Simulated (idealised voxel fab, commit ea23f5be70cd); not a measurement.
process module | voxel capacitor over wiring
cross-section cut | 195 nm wide | cells 5 nm
A cross-section is a grid of square cells, given in bands from the top down. A band is one or more rows of cells.
Each band's line starts with the height of the band's top and of its bottom, in nm. Then come its materials from left to right, each with its width in nm. One material with "throughout" fills the band from edge to edge. "air" is empty space.
Height 0 is the level under which the wafer as received is all one material. The lowest band goes on downwards, as in "0 down".
A width such as "30 to 40" changes by the same amount from each row of cells to the next, from the band's top row to its bottom row.
"no change" after a step means that no cell of the cross-section changed.
closed voids: empty space of 8 cells or more with no open way to the top, each as width x height at its distance from the left edge, in nm
after a step's settings: what the simulator itself notes on the step
overlay nm, on a step with a mask: how far to the right of its planned place the mask lay; to the left if negative
plan
1 op RECEIVE | material Si
2 op CONFORMAL_DEP | material SiO2 | thk nm 10
3 op CONFORMAL_DEP | material SiCN | thk nm 5
4 op DIRECTIONAL_DEP | material SiO2 | thk nm 20
5 op PATTERN | tone open | mask id METAL_1 | material resist | width nm 30 | pitch nm 100 | thk nm 15 | overlay nm 0
6 op DIRECTIONAL_ETCH | etch materials SiO2 | depth nm 20
7 op DIRECTIONAL_ETCH | etch materials SiCN | depth nm 5
8 op STRIP | etch materials resist
9 op CONFORMAL_DEP | material TiN | thk nm 5
10 op FILL_DEP | material W | thk nm 5
11 op CMP | height nm 35
12 op EPI | material Ru | thk nm 5
13 op FILL_DEP | material SiCN | thk nm 5
14 op DIRECTIONAL_DEP | material lowk | thk nm 15
15 op PATTERN | tone open | mask id PLUG_1 | material resist | width nm 15 | thk nm 15 | overlay nm 0
16 op DIRECTIONAL_ETCH | etch materials lowk | depth nm 15
17 op DIRECTIONAL_ETCH | etch materials SiCN | depth nm 5
18 op STRIP | etch materials resist
19 op EPI | material Ru | thk nm 10
20 op EPI | material Ru | thk nm 10
21 op DIRECTIONAL_DEP | material TiN | thk nm 5
22 op DIRECTIONAL_DEP | material Al2O3 | thk nm 5
23 op DIRECTIONAL_DEP | material TiN | thk nm 10
24 op PATTERN | tone cover | mask id UPPER_PLATE | material resist | width nm 75 | thk nm 20 | overlay nm 0
25 op DIRECTIONAL_ETCH | etch materials TiN | depth nm 10
26 op DIRECTIONAL_ETCH | etch materials Al2O3 | depth nm 5
27 op STRIP | etch materials resist
28 op PATTERN | tone cover | mask id LOWER_PLATE | material resist | width nm 85 | thk nm 15 | overlay nm 0
29 op DIRECTIONAL_ETCH | etch materials TiN | depth nm 5
30 op STRIP | etch materials resist
31 op FILL_DEP | material SiO2 | thk nm 20
32 op CMP | height nm 95
33 op DIRECTIONAL_DEP | material aC | thk nm 15
34 op PATTERN | tone open | mask id PLUG_2 | material resist | width nm 15 | thk nm 30 | overlay nm 0
35 op DIRECTIONAL_ETCH | etch materials aC | depth nm 15
36 op STRIP | etch materials resist
37 op DIRECTIONAL_ETCH | etch materials SiO2 | depth nm 15
38 op STRIP | etch materials aC
39 op CONFORMAL_DEP | material TiN | thk nm 5
40 op FILL_DEP | material Cu | thk nm 10
41 op CMP | height nm 95
42 op CONFORMAL_DEP | material SiCN | thk nm 5
as received, after step 1
  0 down: Si throughout
  closed voids: none
first wafer at the end, as planned
  100 to 95: SiCN throughout
  95 to 85: SiO2 55 | TiN 5 | Cu 5 | TiN 5 | SiO2 125
  85 to 80: SiO2 55 | TiN 15 | SiO2 125
  80 to 70: SiO2 45 | TiN 75 | SiO2 75
  70 to 65: SiO2 45 | Al2O3 75 | SiO2 75
  65 to 60: SiO2 40 | TiN 85 | SiO2 70
  60 to 45: lowk 45 | Ru 15 | lowk 135
  45 to 40: SiCN 45 | Ru 15 | SiCN 135
  40 to 35: SiCN 25 | Ru 40 | SiCN 60 | Ru 40 | SiCN 30
  35 to 15: SiO2 30 | TiN 5 | W 20 | TiN 5 | SiO2 70 | TiN 5 | W 20 | TiN 5 | SiO2 35
  15 to 10: SiCN 30 | TiN 30 | SiCN 70 | TiN 30 | SiCN 35
  10 to 0: SiO2 throughout
  0 down: Si throughout
  closed voids: none
second wafer at the end: like start, like plan, one mistake
  110 to 105: SiCN throughout
  105 to 100: Cu throughout
  100 to 95: TiN 60 | Cu 5 | TiN 130
  95 to 85: SiO2 55 | TiN 5 | Cu 5 | TiN 5 | SiO2 125
  85 to 80: SiO2 55 | TiN 15 | SiO2 125
  80 to 70: SiO2 45 | TiN 75 | SiO2 75
  70 to 65: SiO2 45 | Al2O3 75 | SiO2 75
  65 to 60: SiO2 40 | TiN 85 | SiO2 70
  60 to 45: lowk 45 | Ru 15 | lowk 135
  45 to 40: SiCN 45 | Ru 15 | SiCN 135
  40 to 35: SiCN 25 | Ru 40 | SiCN 60 | Ru 40 | SiCN 30
  35 to 15: SiO2 30 | TiN 5 | W 20 | TiN 5 | SiO2 70 | TiN 5 | W 20 | TiN 5 | SiO2 35
  15 to 10: SiCN 30 | TiN 30 | SiCN 70 | TiN 30 | SiCN 35
  10 to 0: SiO2 throughout
  0 down: Si throughout
  closed voids: none
what went wrong: step 41 ran as: op CMP | height nm 105
at the end the second wafer has, in cells: 40 more of Cu | 38 more of TiN
